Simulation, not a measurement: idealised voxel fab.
The following is a process module called voxel gate over fins.
The cross-section on display is named cut; it measures 170 nm wide, and its cells are 5 nm squares.
Cross-section spec: square-cell grid; bands listed top down; each band is one or more rows. Per band: top height and bottom height in nm, followed by the left-to-right materials and their widths in nm; "throughout" marks a single material spanning edge to edge, "empty" marks empty space. Heights are expressed relative to 0, this being the level below which the as-received wafer comprises one material exclusively. The lowest band is unbounded in the downward direction and is denoted as in "from 0 down". Note: "30..40" means the width goes from the first number (top row of the band) to the second number (bottom row) in equal steps per row of cells. Step note "nothing got changed" = no cross-section cell changed. Reported under the label "Voids lacking openings" are the empty spaces having no open way to the top and comprising 8 cells or more; the notation for each is width x height at distance, in which the distance is measured from the left edge and all three values are in nm. That trailing text on a step's line, after the settings, is the simulator's own remark on the step. overlay nm: step with mask; distance mask lay right of planned place; negative value = left of planned place.

This section lists the process steps that were planned
1: RECEIVE with material Si
2: CONFORMAL_DEP with material SiN, thk nm 5
3: DIRECTIONAL_DEP with material aC, thk nm 15
4: PATTERN with tone cover, mask id FINS, material resist, width nm 15, pitch nm 45, thk nm 35, overlay nm 0
5: DIRECTIONAL_ETCH with etch materials aC, depth nm 15
6: STRIP with etch materials resist
7: DIRECTIONAL_ETCH with etch materials SiN, depth nm 5
8: DIRECTIONAL_ETCH with etch materials Si, depth nm 40
9: STRIP with etch materials aC
10: OXIDIZE with depth nm 5
11: FILL_DEP with material SiO2, thk nm 5
12: CMP with height nm 5
13: SELECTIVE_ETCH with etch materials SiO2, depth nm 15
14: STRIP with etch materials SiN
15: CONFORMAL_DEP with material HfO2, thk nm 5
16: CONFORMAL_DEP with material TiN, thk nm 5
17: FILL_DEP with material W, thk nm 15
18: CMP with height nm 20
19: CONFORMAL_DEP with material SiCN, thk nm 10

First wafer out of two, processed as planned

As-received wafer cross-section (after step 1)
	from 0 down = Si throughout
	Voids lacking openings: none

So this is the wafer cross-section right after step 2
	from 5 to 0 = SiN throughout
	Whatever lies below 0 is exactly as it was before.

So this is the wafer cross-section right after step 3
	from 20 to 5 = aC throughout
	Whatever lies below 5 is exactly as it was before.

So this is the wafer cross-section right after step 4
	from 55 to 20 = empty 30 nm; resist 15 nm; empty 30 nm; resist 15 nm; empty 30 nm; resist 15 nm; empty 35 nm
	Whatever lies below 20 is exactly as it was before.

So this is the wafer cross-section right after step 5
	from 40 to 20 = empty 30 nm; resist 15 nm; empty 30 nm; resist 15 nm; empty 30 nm; resist 15 nm; empty 35 nm
	from 20 to 5 = empty 30 nm; aC 15 nm; empty 30 nm; aC 15 nm; empty 30 nm; aC 15 nm; empty 35 nm
	Whatever lies below 5 is exactly as it was before.

So this is the wafer cross-section right after step 6
	from 20 to 5 = empty 30 nm; aC 15 nm; empty 30 nm; aC 15 nm; empty 30 nm; aC 15 nm; empty 35 nm
	Whatever lies below 5 is exactly as it was before.

So this is the wafer cross-section right after step 7
	from 20 to 5 = empty 30 nm; aC 15 nm; empty 30 nm; aC 15 nm; empty 30 nm; aC 15 nm; empty 35 nm
	from 5 to 0 = empty 30 nm; SiN 15 nm; empty 30 nm; SiN 15 nm; empty 30 nm; SiN 15 nm; empty 35 nm
	Whatever lies below 0 is exactly as it was before.

So this is the wafer cross-section right after step 8
	from 20 to 5 = empty 30 nm; aC 15 nm; empty 30 nm; aC 15 nm; empty 30 nm; aC 15 nm; empty 35 nm
	from 5 to 0 = empty 30 nm; SiN 15 nm; empty 30 nm; SiN 15 nm; empty 30 nm; SiN 15 nm; empty 35 nm
	from 0 to -40 = empty 30 nm; Si 15 nm; empty 30 nm; Si 15 nm; empty 30 nm; Si 15 nm; empty 35 nm
	Whatever lies below -40 is exactly as it was before.

So this is the wafer cross-section right after step 9
	from 5 to 0 = empty 30 nm; SiN 15 nm; empty 30 nm; SiN 15 nm; empty 30 nm; SiN 15 nm; empty 35 nm
	Whatever lies below 0 is exactly as it was before.

So this is the wafer cross-section right after step 10
	from 5 to 0 = empty 30 nm; SiN 15 nm; empty 30 nm; SiN 15 nm; empty 30 nm; SiN 15 nm; empty 35 nm
	from 0 to -40 = empty 30 nm; SiO2 5 nm; Si 5 nm; SiO2 5 nm; empty 30 nm; SiO2 5 nm; Si 5 nm; SiO2 5 nm; empty 30 nm; SiO2 5 nm; Si 5 nm; SiO2 5 nm; empty 35 nm
	from -40 to -45 = SiO2 35 nm; Si 5 nm; SiO2 40 nm; Si 5 nm; SiO2 40 nm; Si 5 nm; SiO2 40 nm
	Whatever lies below -45 is exactly as it was before.

So this is the wafer cross-section right after step 11
	from 10 to 5 = SiO2 throughout
	from 5 to 0 = SiO2 30 nm; SiN 15 nm; SiO2 30 nm; SiN 15 nm; SiO2 30 nm; SiN 15 nm; SiO2 35 nm
	from 0 to -45 = SiO2 35 nm; Si 5 nm; SiO2 40 nm; Si 5 nm; SiO2 40 nm; Si 5 nm; SiO2 40 nm
	Whatever lies below -45 is exactly as it was before.

So this is the wafer cross-section right after step 12
	from 5 to 0 = SiO2 30 nm; SiN 15 nm; SiO2 30 nm; SiN 15 nm; SiO2 30 nm; SiN 15 nm; SiO2 35 nm
	Whatever lies below 0 is exactly as it was before.

So this is the wafer cross-section right after step 13
	from 5 to 0 = empty 30 nm; SiN 15 nm; empty 30 nm; SiN 15 nm; empty 30 nm; SiN 15 nm; empty 35 nm
	from 0 to -10 = empty 35 nm; Si 5 nm; empty 40 nm; Si 5 nm; empty 40 nm; Si 5 nm; empty 40 nm
	Whatever lies below -10 is exactly as it was before.

So this is the wafer cross-section right after step 14
	from 0 to -10 = empty 35 nm; Si 5 nm; empty 40 nm; Si 5 nm; empty 40 nm; Si 5 nm; empty 40 nm
	Whatever lies below -10 is exactly as it was before.

So this is the wafer cross-section right after step 15
	from 5 to 0 = empty 30 nm; HfO2 15 nm; empty 30 nm; HfO2 15 nm; empty 30 nm; HfO2 15 nm; empty 35 nm
	from 0 to -5 = empty 30 nm; HfO2 5 nm; Si 5 nm; HfO2 5 nm; empty 30 nm; HfO2 5 nm; Si 5 nm; HfO2 5 nm; empty 30 nm; HfO2 5 nm; Si 5 nm; HfO2 5 nm; empty 35 nm
	from -5 to -10 = HfO2 35 nm; Si 5 nm; HfO2 40 nm; Si 5 nm; HfO2 40 nm; Si 5 nm; HfO2 40 nm
	Whatever lies below -10 is exactly as it was before.

So this is the wafer cross-section right after step 16
	from 10 to 5 = empty 25 nm; TiN 25 nm; empty 20 nm; TiN 25 nm; empty 20 nm; TiN 25 nm; empty 30 nm
	from 5 to 0 = empty 25 nm; TiN 5 nm; HfO2 15 nm; TiN 5 nm; empty 20 nm; TiN 5 nm; HfO2 15 nm; TiN 5 nm; empty 20 nm; TiN 5 nm; HfO2 15 nm; TiN 5 nm; empty 30 nm
	from 0 to -5 = TiN 30 nm; HfO2 5 nm; Si 5 nm; HfO2 5 nm; TiN 30 nm; HfO2 5 nm; Si 5 nm; HfO2 5 nm; TiN 30 nm; HfO2 5 nm; Si 5 nm; HfO2 5 nm; TiN 35 nm
	Whatever lies below -5 is exactly as it was before.

So this is the wafer cross-section right after step 17
	from 25 to 10 = W throughout
	from 10 to 5 = W 25 nm; TiN 25 nm; W 20 nm; TiN 25 nm; W 20 nm; TiN 25 nm; W 30 nm
	from 5 to 0 = W 25 nm; TiN 5 nm; HfO2 15 nm; TiN 5 nm; W 20 nm; TiN 5 nm; HfO2 15 nm; TiN 5 nm; W 20 nm; TiN 5 nm; HfO2 15 nm; TiN 5 nm; W 30 nm
	Whatever lies below 0 is exactly as it was before.

So this is the wafer cross-section right after step 18
	from 20 to 10 = W throughout
	Whatever lies below 10 is exactly as it was before.

So this is the wafer cross-section right after step 19
	from 30 to 20 = SiCN throughout
	Whatever lies below 20 is exactly as it was before.

Second of two: same start, same plan, one run error; steps up to and including 3 match the first

Here is the second wafer in cross-section at the point where step 4 of the plan should have been done
	from 55 to 20 = empty 25 nm; resist 15 nm; empty 30 nm; resist 15 nm; empty 30 nm; resist 15 nm; empty 40 nm
	Whatever lies below 20 is exactly as it was before.

Here is the second wafer in cross-section at the point where step 5 of the plan should have been done
	from 40 to 20 = empty 25 nm; resist 15 nm; empty 30 nm; resist 15 nm; empty 30 nm; resist 15 nm; empty 40 nm
	from 20 to 5 = empty 25 nm; aC 15 nm; empty 30 nm; aC 15 nm; empty 30 nm; aC 15 nm; empty 40 nm
	Whatever lies below 5 is exactly as it was before.

Here is the second wafer in cross-section at the point where step 6 of the plan should have been done
	from 20 to 5 = empty 25 nm; aC 15 nm; empty 30 nm; aC 15 nm; empty 30 nm; aC 15 nm; empty 40 nm
	Whatever lies below 5 is exactly as it was before.

Here is the second wafer in cross-section at the point where step 7 of the plan should have been done
	from 20 to 5 = empty 25 nm; aC 15 nm; empty 30 nm; aC 15 nm; empty 30 nm; aC 15 nm; empty 40 nm
	from 5 to 0 = empty 25 nm; SiN 15 nm; empty 30 nm; SiN 15 nm; empty 30 nm; SiN 15 nm; empty 40 nm
	Whatever lies below 0 is exactly as it was before.

Here is the second wafer in cross-section at the point where step 8 of the plan should have been done
	from 20 to 5 = empty 25 nm; aC 15 nm; empty 30 nm; aC 15 nm; empty 30 nm; aC 15 nm; empty 40 nm
	from 5 to 0 = empty 25 nm; SiN 15 nm; empty 30 nm; SiN 15 nm; empty 30 nm; SiN 15 nm; empty 40 nm
	from 0 to -40 = empty 25 nm; Si 15 nm; empty 30 nm; Si 15 nm; empty 30 nm; Si 15 nm; empty 40 nm
	Whatever lies below -40 is exactly as it was before.

Here is the second wafer in cross-section at the point where step 9 of the plan should have been done
	from 5 to 0 = empty 25 nm; SiN 15 nm; empty 30 nm; SiN 15 nm; empty 30 nm; SiN 15 nm; empty 40 nm
	Whatever lies below 0 is exactly as it was before.

Here is the second wafer in cross-section at the point where step 10 of the plan should have been done
	from 5 to 0 = empty 25 nm; SiN 15 nm; empty 30 nm; SiN 15 nm; empty 30 nm; SiN 15 nm; empty 40 nm
	from 0 to -40 = empty 25 nm; SiO2 5 nm; Si 5 nm; SiO2 5 nm; empty 30 nm; SiO2 5 nm; Si 5 nm; SiO2 5 nm; empty 30 nm; SiO2 5 nm; Si 5 nm; SiO2 5 nm; empty 40 nm
	from -40 to -45 = SiO2 30 nm; Si 5 nm; SiO2 40 nm; Si 5 nm; SiO2 40 nm; Si 5 nm; SiO2 45 nm
	Whatever lies below -45 is exactly as it was before.

Here is the second wafer in cross-section at the point where step 11 of the plan should have been done
	from 10 to 5 = SiO2 throughout
	from 5 to 0 = SiO2 25 nm; SiN 15 nm; SiO2 30 nm; SiN 15 nm; SiO2 30 nm; SiN 15 nm; SiO2 40 nm
	from 0 to -45 = SiO2 30 nm; Si 5 nm; SiO2 40 nm; Si 5 nm; SiO2 40 nm; Si 5 nm; SiO2 45 nm
	Whatever lies below -45 is exactly as it was before.

Here is the second wafer in cross-section at the point where step 12 of the plan should have been done
	from 5 to 0 = SiO2 25 nm; SiN 15 nm; SiO2 30 nm; SiN 15 nm; SiO2 30 nm; SiN 15 nm; SiO2 40 nm
	Whatever lies below 0 is exactly as it was before.

Here is the second wafer in cross-section at the point where step 13 of the plan should have been done
	from 5 to 0 = empty 25 nm; SiN 15 nm; empty 30 nm; SiN 15 nm; empty 30 nm; SiN 15 nm; empty 40 nm
	from 0 to -10 = empty 30 nm; Si 5 nm; empty 40 nm; Si 5 nm; empty 40 nm; Si 5 nm; empty 45 nm
	Whatever lies below -10 is exactly as it was before.

Here is the second wafer in cross-section at the point where step 14 of the plan should have been done
	from 0 to -10 = empty 30 nm; Si 5 nm; empty 40 nm; Si 5 nm; empty 40 nm; Si 5 nm; empty 45 nm
	Whatever lies below -10 is exactly as it was before.

Here is the second wafer in cross-section at the point where step 15 of the plan should have been done
	from 5 to 0 = empty 25 nm; HfO2 15 nm; empty 30 nm; HfO2 15 nm; empty 30 nm; HfO2 15 nm; empty 40 nm
	from 0 to -5 = empty 25 nm; HfO2 5 nm; Si 5 nm; HfO2 5 nm; empty 30 nm; HfO2 5 nm; Si 5 nm; HfO2 5 nm; empty 30 nm; HfO2 5 nm; Si 5 nm; HfO2 5 nm; empty 40 nm
	from -5 to -10 = HfO2 30 nm; Si 5 nm; HfO2 40 nm; Si 5 nm; HfO2 40 nm; Si 5 nm; HfO2 45 nm
	Whatever lies below -10 is exactly as it was before.

Here is the second wafer in cross-section at the point where step 16 of the plan should have been done
	from 10 to 5 = empty 20 nm; TiN 25 nm; empty 20 nm; TiN 25 nm; empty 20 nm; TiN 25 nm; empty 35 nm
	from 5 to 0 = empty 20 nm; TiN 5 nm; HfO2 15 nm; TiN 5 nm; empty 20 nm; TiN 5 nm; HfO2 15 nm; TiN 5 nm; empty 20 nm; TiN 5 nm; HfO2 15 nm; TiN 5 nm; empty 35 nm
	from 0 to -5 = TiN 25 nm; HfO2 5 nm; Si 5 nm; HfO2 5 nm; TiN 30 nm; HfO2 5 nm; Si 5 nm; HfO2 5 nm; TiN 30 nm; HfO2 5 nm; Si 5 nm; HfO2 5 nm; TiN 40 nm
	Whatever lies below -5 is exactly as it was before.

Here is the second wafer in cross-section at the point where step 17 of the plan should have been done
	from 25 to 10 = W throughout
	from 10 to 5 = W 20 nm; TiN 25 nm; W 20 nm; TiN 25 nm; W 20 nm; TiN 25 nm; W 35 nm
	from 5 to 0 = W 20 nm; TiN 5 nm; HfO2 15 nm; TiN 5 nm; W 20 nm; TiN 5 nm; HfO2 15 nm; TiN 5 nm; W 20 nm; TiN 5 nm; HfO2 15 nm; TiN 5 nm; W 35 nm
	Whatever lies below 0 is exactly as it was before.

Here is the second wafer in cross-section at the point where step 18 of the plan should have been done
	from 20 to 10 = W throughout
	Whatever lies below 10 is exactly as it was before.

Here is the second wafer in cross-section at the point where step 19 of the plan should have been done
	from 30 to 20 = SiCN throughout
	Whatever lies below 20 is exactly as it was before.
So what did we get wrong on this run? not per plan at step 4, really ran PATTERN with tone cover, mask id FINS, material resist, width nm 15, pitch nm 45, thk nm 35, overlay nm -5
Final wafers compared: equal cell tally per material, rearranged layout.
